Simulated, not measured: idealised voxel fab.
process module | voxel tone inversion
cross-section cut | 250 nm wide | cells 5 nm
A cross-section is a grid of square cells, given in bands from the top down. A band is one or more rows of cells.
Each band's line starts with the height of the band's top and of its bottom, in nm. Then come its materials from left to right, each with its width in nm. One material with "throughout" fills the band from edge to edge. "air" is empty space.
Height 0 is the level under which the wafer as received is all one material. The lowest band goes on downwards, as in "0 down".
A width such as "30 to 40" changes by the same amount from each row of cells to the next, from the band's top row to its bottom row.
"no change" after a step means that no cell of the cross-section changed.
closed voids: empty space of 8 cells or more with no open way to the top, each as width x height at its distance from the left edge, in nm
after a step's settings: what the simulator itself notes on the step
overlay nm, on a step with a mask: how far to the right of its planned place the mask lay; to the left if negative
plan
1 op RECEIVE | material Si
2 op CONFORMAL_DEP | material SiN | thk nm 5
3 op DIRECTIONAL_DEP | material polySi | thk nm 25
4 op PATTERN | tone cover | mask id POSTS | material resist | width nm 20 | pitch nm 35 | thk nm 30 | overlay nm 0
5 op DIRECTIONAL_ETCH | etch materials polySi | depth nm 25
6 op STRIP | etch materials resist
7 op FILL_DEP | material SiO2 | thk nm 5
8 op CMP | height nm 30
9 op STRIP | etch materials polySi
as received, after step 1
  0 down: Si throughout
  closed voids: none
a wafer at the end: this start, this plan, one mistake
  30 to 5: air 95 | SiO2 20 | air 15 | SiO2 20 | air 100
  5 to 0: SiN throughout
  0 down: Si throughout
  closed voids: none
what went wrong: step 4 ran as: op PATTERN | tone open | mask id POSTS | material resist | width nm 20 | pitch nm 35 | thk nm 30 | overlay nm 0
